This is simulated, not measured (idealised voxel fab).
Process module heading - voxel released beams
Square cells of 5 nm make up the cross-section cut, whose width is 240 nm.
In this document a cross-section is written as a grid of square cells. It is given as a series of bands, listed from the top down, and a band is one or more rows of cells. Per band: top height and bottom height in nm, followed by the left-to-right materials and their widths in nm; "full width" marks a single material spanning edge to edge, "air" marks empty space. Heights are measured from 0, the level below which the as-received wafer is all one material; the lowest band has no bottom and continues downward, written as in "0 down". The notation "30->40" denotes a width that varies across the rows of cells in the band, beginning at the first number in the top row, finishing at the second number in the bottom row, and changing by an identical amount from each row to the next. You'll sometimes find "left unchanged" written for a step, and that's the way of saying that nowhere in the cross-section did a cell change during that step. The entry titled "Sealed internal voids" provides the empty spaces that have no open way to the top, restricted to those of 8 cells or more. Each is presented as width x height at distance, the distance being measured from the left edge, with all three in nm. Anything after a step's settings on that line? It's the simulator's own note about the step. Regarding "overlay nm": on a step with a mask, it is the distance the mask lay to the right of its planned place; a negative value places it to the left.
LIST OF PLANNED PROCESS STEPS
- 1: RECEIVE with material Si
- 2: CONFORMAL_DEP with material SiN, thk nm 10
- 3: DIRECTIONAL_DEP with material SiO2, thk nm 10
- 4: PATTERN with tone open, mask id ANCHOR, material resist, width nm 45, thk nm 20, overlay nm 0
- 5: DIRECTIONAL_ETCH with etch materials SiO2, depth nm 10
- 6: STRIP with etch materials resist
- 7: CONFORMAL_DEP with material W, thk nm 15
- 8: MASKED_ETCH with tone cover, mask id BEAM, width nm 105, etch materials W, depth nm 15, overlay nm 0
- 9: STRIP with etch materials SiO2
FIRST WAFER, TWO IN TOTAL, RUN AS PLANNED
THE CROSS-SECTION HERE SHOWS THE WAFER AS RECEIVED, I.E. IN ITS STATE AFTER STEP 1
  0 down | Si full width
  Sealed internal voids: none
AFTER STEP 2
  10 to 0 | SiN full width
  Anything lower than 0 is untouched.
AFTER STEP 3
  20 to 10 | SiO2 full width
  Anything lower than 10 is untouched.
AFTER STEP 4
  40 to 20 | resist 70 nm, then air 45 nm, then resist 125 nm
  Anything lower than 20 is untouched.
AFTER STEP 5
  40 to 20 | resist 70 nm, then air 45 nm, then resist 125 nm
  20 to 10 | SiO2 70 nm, then air 45 nm, then SiO2 125 nm
  Anything lower than 10 is untouched.
AFTER STEP 6
  20 to 10 | SiO2 70 nm, then air 45 nm, then SiO2 125 nm
  Anything lower than 10 is untouched.
AFTER STEP 7
  35 to 25 | W 85 nm, then air 15 nm, then W 140 nm
  25 to 20 | W full width
  20 to 10 | SiO2 70 nm, then W 45 nm, then SiO2 125 nm
  Anything lower than 10 is untouched.
AFTER STEP 8
  35 to 25 | air 65 nm, then W 20 nm, then air 15 nm, then W 70 nm, then air 70 nm
  25 to 20 | air 65 nm, then W 105 nm, then air 70 nm
  Anything lower than 20 is untouched.
AFTER STEP 9
  35 to 25 | air 65 nm, then W 20 nm, then air 15 nm, then W 70 nm, then air 70 nm
  25 to 20 | air 65 nm, then W 105 nm, then air 70 nm
  20 to 10 | air 70 nm, then W 45 nm, then air 125 nm
  Anything lower than 10 is untouched.
SECOND WAFER, SAME STARTING STATE AND PLAN AS THE FIRST, ONE MISTAKE IN THE RUN, IDENTICAL THROUGH STEP 3
WHAT THE SECOND WAFER LOOKS LIKE IN CROSS-SECTION WHEN STEP 4 SHOULD HAVE WRAPPED UP
  40 to 20 | resist 70 nm, then air 50 nm, then resist 120 nm
  Anything lower than 20 is untouched.
WHAT THE SECOND WAFER LOOKS LIKE IN CROSS-SECTION WHEN STEP 5 SHOULD HAVE WRAPPED UP
  40 to 20 | resist 70 nm, then air 50 nm, then resist 120 nm
  20 to 10 | SiO2 70 nm, then air 50 nm, then SiO2 120 nm
  Anything lower than 10 is untouched.
WHAT THE SECOND WAFER LOOKS LIKE IN CROSS-SECTION WHEN STEP 6 SHOULD HAVE WRAPPED UP
  20 to 10 | SiO2 70 nm, then air 50 nm, then SiO2 120 nm
  Anything lower than 10 is untouched.
WHAT THE SECOND WAFER LOOKS LIKE IN CROSS-SECTION WHEN STEP 7 SHOULD HAVE WRAPPED UP
  35 to 25 | W 85 nm, then air 20 nm, then W 135 nm
  25 to 20 | W full width
  20 to 10 | SiO2 70 nm, then W 50 nm, then SiO2 120 nm
  Anything lower than 10 is untouched.
WHAT THE SECOND WAFER LOOKS LIKE IN CROSS-SECTION WHEN STEP 8 SHOULD HAVE WRAPPED UP
  35 to 25 | air 65 nm, then W 20 nm, then air 20 nm, then W 65 nm, then air 70 nm
  25 to 20 | air 65 nm, then W 105 nm, then air 70 nm
  Anything lower than 20 is untouched.
WHAT THE SECOND WAFER LOOKS LIKE IN CROSS-SECTION WHEN STEP 9 SHOULD HAVE WRAPPED UP
  35 to 25 | air 65 nm, then W 20 nm, then air 20 nm, then W 65 nm, then air 70 nm
  25 to 20 | air 65 nm, then W 105 nm, then air 70 nm
  20 to 10 | air 70 nm, then W 50 nm, then air 120 nm
  Anything lower than 10 is untouched.
what went wrong: heads up, step 4 didn't go per plan, it actually ran as PATTERN with tone open, mask id ANCHOR, material resist, width nm 50, thk nm 20, overlay nm 0
Final state: per-material cell counts identical on both wafers; locations differ.
